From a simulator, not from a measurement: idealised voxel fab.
The name of this process module is voxel self aligned vias.
285 nm wide, 5 nm square cells: that's cross-section cut.
Format of a cross-section: grid, square cells. Given as bands. Order: top down. Band: one or more rows of cells. The band entry comprises the height of the band's top followed by the height of its bottom, expressed in nm, and subsequently the band's materials from left to right, each stated together with its width in nm. Where a single material is marked with the word "full width", that material fills the band from edge to edge. The word "empty" represents empty space. The reference from which all heights are counted is 0, the level beneath which the as-received wafer is entirely one material; the lowest band, having no lower bound, proceeds downward and is written after the example "0 nm and below". It should be noted that a width expressed as "30 to 40" varies in equal increments from row to row of cells within the band, taking the value of the first number at the top row and that of the second number at the bottom row. What does "no modifications" mean for a step? It means no cell of the cross-section changed in that step. Heads up: "Closed-off voids" only lists the empty pockets with no open path to the top that are 8 cells or more, and it writes them as width x height at distance, distance from the left edge, in nm. On a step's line, text after the settings is the simulator commenting on that step. The setting "overlay nm" may be written on the line of a step. When the step uses a mask, the value reports how far to the right of the planned place the mask lay, and a negative value reports that it lay to the left.
-- List of planned process steps
1,RECEIVE: material Si
2,CONFORMAL_DEP: material SiO2, thk nm 5
3,CONFORMAL_DEP: material SiCN, thk nm 5
4,DIRECTIONAL_DEP: material SiO2, thk nm 20
5,PATTERN: tone open, mask id LINES, material resist, width nm 20, pitch nm 45, thk nm 15, overlay nm 0
6,DIRECTIONAL_ETCH: etch materials SiO2, depth nm 20
7,STRIP: etch materials resist
8,CONFORMAL_DEP: material TiN, thk nm 5
9,FILL_DEP: material W, thk nm 5
10,CMP: height nm 40
11,SELECTIVE_ETCH: etch materials W Ru TiN, depth nm 5
12,FILL_DEP: material SiN, thk nm 10
13,CMP: height nm 40
14,DIRECTIONAL_DEP: material SiO2, thk nm 15
15,DIRECTIONAL_DEP: material aC, thk nm 15
16,PATTERN: tone open, mask id VIAS, material resist, width nm 30, thk nm 30, overlay nm 0
17,DIRECTIONAL_ETCH: etch materials aC, depth nm 15
18,STRIP: etch materials resist
19,DIRECTIONAL_ETCH: etch materials SiO2, depth nm 15
20,DIRECTIONAL_ETCH: etch materials SiN, depth nm 5
21,STRIP: etch materials aC
22,CONFORMAL_DEP: material TiN, thk nm 5
23,FILL_DEP: material W, thk nm 5
24,CMP: height nm 55
25,CONFORMAL_DEP: material SiN, thk nm 5
For this document, wafers share an identical start and vary in the step 2 thk nm; the plan quotes the first wafer's value.
-- The as-received cross-section of the first of several wafers corresponds to the state after step 1
> 0 nm and below | Si full width
> Closed-off voids: none
-- Per wafer, end of module: cells gained (+) or lost (-) per material since receipt, then closed voids
thk nm 5 | +57 SiCN | +108 SiN | +406 SiO2 | +85 TiN | +28 W | Closed-off voids: none
thk nm 10 | +57 SiCN | +108 SiN | +463 SiO2 | +32 TiN | +24 W | Closed-off voids: none
thk nm 15 | +57 SiCN | +61 SiN | +520 SiO2 | +28 TiN | +18 W | Closed-off voids: none
thk nm 20 | +57 SiCN | +61 SiN | +528 SiO2 | +24 TiN | +14 W | Closed-off voids: none
thk nm 25 | +57 SiCN | +61 SiN | +536 SiO2 | +20 TiN | +10 W | Closed-off voids: none
thk nm 30 | +57 SiCN | +61 SiN | +544 SiO2 | +12 TiN | +10 W | Closed-off voids: none
